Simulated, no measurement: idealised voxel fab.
process module | voxel self aligned vias
For reference, the cross-section in this document is cut, with width 240 nm and square cells of 5 nm.
Cross-section, as written here: a square-cell grid given band by band from the top down, where a band holds one or more rows of cells.
The entry gives the band's vertical extent as a top height and a bottom height in nm, then its horizontal make-up as materials from left to right, each with a width in nm. "air" stands for empty space; a single material marked "all across" fills the band edge to edge.
Basically, 0 is our baseline, since under it the wafer straight out of the box is all one material. The bottom band has no lower end and keeps on going down, so it looks like "from 0 down".
Note: "30 to 40" means the width goes from the first number (top row of the band) to the second number (bottom row) in equal steps per row of cells.
"stayed the same" means the step left every cell of the cross-section as it was.
Each empty space that has no open way to the top and spans at least 8 cells appears under "Enclosed voids" as width x height at distance, the distance counted from the left edge, all in nm.
On a step's line, text after the settings is the simulator commenting on that step.
"overlay nm" denotes, for a step that has a mask, the displacement of the mask to the right of its planned place, with negative values corresponding to the left.

[Below is the list of planned process steps]
| 1 | RECEIVE,material Si |
| 2 | CONFORMAL_DEP,material SiO2,thk nm 15 |
| 3 | CONFORMAL_DEP,material SiCN,thk nm 5 |
| 4 | DIRECTIONAL_DEP,material SiO2,thk nm 25 |
| 5 | MASKED_ETCH,tone open,mask id LINES,width nm 30,pitch nm 55,etch materials SiO2,depth nm 25,overlay nm 0 |
| 6 | CONFORMAL_DEP,material TiN,thk nm 5 |
| 7 | FILL_DEP,material W,thk nm 10 |
| 8 | CMP,height nm 45 |
| 9 | SELECTIVE_ETCH,etch materials W Ru TiN,depth nm 5 |
| 10 | FILL_DEP,material SiN,thk nm 10 |
| 11 | CMP,height nm 45 |
| 12 | DIRECTIONAL_DEP,material SiO2,thk nm 20 |
| 13 | MASKED_ETCH,tone open,mask id VIAS,width nm 40,pitch nm 55,etch materials SiO2,depth nm 20,overlay nm 0 |
| 14 | MASKED_ETCH,tone open,mask id VIAS,width nm 40,pitch nm 55,etch materials SiN,depth nm 5,overlay nm 0 |
| 15 | CONFORMAL_DEP,material TiN,thk nm 5 |
| 16 | FILL_DEP,material W,thk nm 10 |
| 17 | CMP,height nm 65 |
| 18 | CONFORMAL_DEP,material SiCN,thk nm 5 |

[Here's what the wafer looked like in cross-section when it arrived - that's after step 1]
> from 0 down  Si all across
> Enclosed voids: none

[The first of the two wafers as seen in cross-section once the module was finished; processing followed the plan]
> from 70 to 65  SiCN all across
> from 65 to 50  SiO2: 70 / TiN: 5 / W: 30 / TiN: 5 / SiO2: 15 / TiN: 5 / W: 30 / TiN: 5 / SiO2: 75
> from 50 to 45  SiO2: 70 / TiN: 10 / W: 20 / TiN: 10 / SiO2: 15 / TiN: 10 / W: 20 / TiN: 10 / SiO2: 75
> from 45 to 40  SiO2: 75 / TiN: 30 / SiO2: 25 / TiN: 30 / SiO2: 80
> from 40 to 25  SiO2: 75 / TiN: 5 / W: 20 / TiN: 5 / SiO2: 25 / TiN: 5 / W: 20 / TiN: 5 / SiO2: 80
> from 25 to 20  SiO2: 75 / TiN: 30 / SiO2: 25 / TiN: 30 / SiO2: 80
> from 20 to 15  SiCN all across
> from 15 to 0  SiO2 all across
> from 0 down  Si all across
> Enclosed voids: none

[Second wafer of the two, sectioned at the end of the module. It began like the first and followed the same plan, but one mistake was made while running it]
> from 70 to 65  SiCN all across
> from 65 to 50  SiO2: 70 / TiN: 5 / W: 30 / TiN: 5 / SiO2: 15 / TiN: 5 / W: 30 / TiN: 5 / SiO2: 75
> from 50 to 45  SiO2: 70 / TiN: 15 / W: 15 / TiN: 10 / SiO2: 15 / TiN: 15 / W: 15 / TiN: 10 / SiO2: 75
> from 45 to 40  SiO2: 80 / TiN: 25 / SiO2: 30 / TiN: 25 / SiO2: 80
> from 40 to 25  SiO2: 80 / TiN: 5 / W: 15 / TiN: 5 / SiO2: 30 / TiN: 5 / W: 15 / TiN: 5 / SiO2: 80
> from 25 to 20  SiO2: 80 / TiN: 25 / SiO2: 30 / TiN: 25 / SiO2: 80
> from 20 to 15  SiCN all across
> from 15 to 0  SiO2 all across
> from 0 down  Si all across
> Enclosed voids: none
Deviation from plan: the process deviated at step 5: the operation and settings actually run there were MASKED_ETCH,tone open,mask id LINES,width nm 25,pitch nm 55,etch materials SiO2,depth nm 25,overlay nm 0
Upon completion, the second wafer contains, in terms of cells, a greater or smaller amount of certain materials than the first wafer: 10 more of SiO2; 2 fewer of TiN; 8 fewer of W
